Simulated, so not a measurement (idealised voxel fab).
Module name: voxel ribs on slabs (process module)
It is cross-section cut that appears here, measuring 190 nm in width, its square cells being 5 nm in size.
A cross-section is written here as square cells arranged in a grid, and it is given in bands from the top down, each band taking up one or more rows of cells. Quick guide to a band line: top height, bottom height (nm) up front; then every material left to right with its width in nm. Only one material and it's marked "all across"? Then it fills the band edge to edge. And "air" just means empty space. Heights are measured from 0, the level below which the as-received wafer is all one material; the lowest band has no bottom and continues downward, written as in "top 0, no bottom". You'd read "30 to 40" like this: the band's top row of cells is as wide as the first number, its bottom row is as wide as the second, and going down, every row changes width by the same amount as the row before did. "same as before" (step): cross-section cells unchanged, all of them. The entry "Closed void register" lists the empty spaces that cover at least 8 cells and have no open path to the top. Each is written as width x height at distance, where the distance is measured from the left edge and all three values are in nm. On a step's line, text after the settings is the simulator commenting on that step. The "overlay nm" setting may appear on a step's line; for a step that uses a mask, it gives how far to the right of its planned position the mask lay, and a negative value indicates the left.

**Intended process steps**
1,RECEIVE [material Si]
2,DIRECTIONAL_DEP [material SiO2] [thk nm 20]
3,DIRECTIONAL_DEP [material SiN] [thk nm 25]
4,PATTERN [tone cover] [mask id RIB] [material resist] [width nm 20] [thk nm 15] [overlay nm 0]
5,DIRECTIONAL_ETCH [etch materials SiN] [depth nm 10]
6,STRIP [etch materials resist]
7,PATTERN [tone cover] [mask id SLAB] [material resist] [width nm 70] [thk nm 20] [overlay nm 0]
8,DIRECTIONAL_ETCH [etch materials SiN] [depth nm 15]
9,STRIP [etch materials resist]
10,FILL_DEP [material SiO2] [thk nm 25]
11,CMP [height nm 60]
12,DIRECTIONAL_DEP [material TiN] [thk nm 5]
13,DIRECTIONAL_DEP [material aC] [thk nm 15]
14,PATTERN [tone cover] [mask id HEATER] [material resist] [width nm 30] [thk nm 30] [overlay nm 0]
15,DIRECTIONAL_ETCH [etch materials aC] [depth nm 15]
16,STRIP [etch materials resist]
17,DIRECTIONAL_ETCH [etch materials TiN] [depth nm 5]
18,STRIP [etch materials aC]
19,CONFORMAL_DEP [material SiO2] [thk nm 10]

**First of two wafers, with the run carried out as planned**

**Wafer as received: cross-section following step 1**
- top 0, no bottom = Si all across
- Closed void register: none

**The following cross-section depicts the wafer upon completion of step 2**
- top 20, bottom 0 = SiO2 all across
- Below 0, the layers are the same as they were.

**The following cross-section depicts the wafer upon completion of step 3**
- top 45, bottom 20 = SiN all across
- Below 20, the layers are the same as they were.

**The following cross-section depicts the wafer upon completion of step 4**
- top 60, bottom 45 = 85 air / 20 resist / 85 air
- Below 45, the layers are the same as they were.

**The following cross-section depicts the wafer upon completion of step 5**
- top 60, bottom 45 = 85 air / 20 resist / 85 air
- top 45, bottom 35 = 85 air / 20 SiN / 85 air
- Below 35, the layers are the same as they were.

**The following cross-section depicts the wafer upon completion of step 6**
- top 45, bottom 35 = 85 air / 20 SiN / 85 air
- Below 35, the layers are the same as they were.

**The following cross-section depicts the wafer upon completion of step 7**
- top 65, bottom 45 = 60 air / 70 resist / 60 air
- top 45, bottom 35 = 60 air / 25 resist / 20 SiN / 25 resist / 60 air
- Below 35, the layers are the same as they were.

**The following cross-section depicts the wafer upon completion of step 8**
- top 65, bottom 45 = 60 air / 70 resist / 60 air
- top 45, bottom 35 = 60 air / 25 resist / 20 SiN / 25 resist / 60 air
- top 35, bottom 20 = 60 air / 70 SiN / 60 air
- Below 20, the layers are the same as they were.

**The following cross-section depicts the wafer upon completion of step 9**
- top 45, bottom 35 = 85 air / 20 SiN / 85 air
- Below 35, the layers are the same as they were.

**The following cross-section depicts the wafer upon completion of step 10**
- top 70, bottom 45 = SiO2 all across
- top 45, bottom 35 = 85 SiO2 / 20 SiN / 85 SiO2
- top 35, bottom 20 = 60 SiO2 / 70 SiN / 60 SiO2
- Below 20, the layers are the same as they were.

**The following cross-section depicts the wafer upon completion of step 11**
- top 60, bottom 45 = SiO2 all across
- Below 45, the layers are the same as they were.

**The following cross-section depicts the wafer upon completion of step 12**
- top 65, bottom 60 = TiN all across
- Below 60, the layers are the same as they were.

**The following cross-section depicts the wafer upon completion of step 13**
- top 80, bottom 65 = aC all across
- Below 65, the layers are the same as they were.

**The following cross-section depicts the wafer upon completion of step 14**
- top 110, bottom 80 = 80 air / 30 resist / 80 air
- Below 80, the layers are the same as they were.

**The following cross-section depicts the wafer upon completion of step 15**
- top 95, bottom 80 = 80 air / 30 resist / 80 air
- top 80, bottom 65 = 80 air / 30 aC / 80 air
- Below 65, the layers are the same as they were.

**The following cross-section depicts the wafer upon completion of step 16**
- top 80, bottom 65 = 80 air / 30 aC / 80 air
- Below 65, the layers are the same as they were.

**The following cross-section depicts the wafer upon completion of step 17**
- top 80, bottom 65 = 80 air / 30 aC / 80 air
- top 65, bottom 60 = 80 air / 30 TiN / 80 air
- Below 60, the layers are the same as they were.

**The following cross-section depicts the wafer upon completion of step 18**
- top 65, bottom 60 = 80 air / 30 TiN / 80 air
- Below 60, the layers are the same as they were.

**The following cross-section depicts the wafer upon completion of step 19**
- top 75, bottom 70 = 70 air / 50 SiO2 / 70 air
- top 70, bottom 65 = SiO2 all across
- top 65, bottom 60 = 80 SiO2 / 30 TiN / 80 SiO2
- Below 60, the layers are the same as they were.

**Second wafer, same starting state and plan as the first, one mistake in the run, identical through step 6**

**when step 7 should have ended**
- top 65, bottom 45 = 60 resist / 70 air / 60 resist
- top 45, bottom 35 = 60 resist / 25 air / 20 SiN / 25 air / 60 resist
- Below 35, the layers are the same as they were.

**when step 8 should have ended**
- top 65, bottom 35 = 60 resist / 70 air / 60 resist
- top 35, bottom 30 = 60 SiN / 70 air / 60 SiN
- top 30, bottom 20 = 60 SiN / 25 air / 20 SiN / 25 air / 60 SiN
- Below 20, the layers are the same as they were.

**when step 9 should have ended**
- top 35, bottom 30 = 60 SiN / 70 air / 60 SiN
- Below 30, the layers are the same as they were.

**when step 10 should have ended**
- top 60, bottom 35 = SiO2 all across
- top 35, bottom 30 = 60 SiN / 70 SiO2 / 60 SiN
- top 30, bottom 20 = 60 SiN / 25 SiO2 / 20 SiN / 25 SiO2 / 60 SiN
- Below 20, the layers are the same as they were.

when step 11 should have ended: same as before

**when step 12 should have ended**
- top 65, bottom 60 = TiN all across
- Below 60, the layers are the same as they were.

**when step 13 should have ended**
- top 80, bottom 65 = aC all across
- Below 65, the layers are the same as they were.

**when step 14 should have ended**
- top 110, bottom 80 = 80 air / 30 resist / 80 air
- Below 80, the layers are the same as they were.

**when step 15 should have ended**
- top 95, bottom 80 = 80 air / 30 resist / 80 air
- top 80, bottom 65 = 80 air / 30 aC / 80 air
- Below 65, the layers are the same as they were.

**when step 16 should have ended**
- top 80, bottom 65 = 80 air / 30 aC / 80 air
- Below 65, the layers are the same as they were.

**when step 17 should have ended**
- top 80, bottom 65 = 80 air / 30 aC / 80 air
- top 65, bottom 60 = 80 air / 30 TiN / 80 air
- Below 60, the layers are the same as they were.

**when step 18 should have ended**
- top 65, bottom 60 = 80 air / 30 TiN / 80 air
- Below 60, the layers are the same as they were.

**when step 19 should have ended**
- top 75, bottom 70 = 70 air / 50 SiO2 / 70 air
- top 70, bottom 65 = SiO2 all across
- top 65, bottom 60 = 80 SiO2 / 30 TiN / 80 SiO2
- Below 60, the layers are the same as they were.
Want to know what went wrong? so step 7 ended up running with a different setting than we planned, it ran as PATTERN [tone open] [mask id SLAB] [material resist] [width nm 70] [thk nm 20] [overlay nm 0]
Looking at both finished wafers in cells, the second ends up ahead of or behind the first on some materials: +30 SiN; -30 SiO2
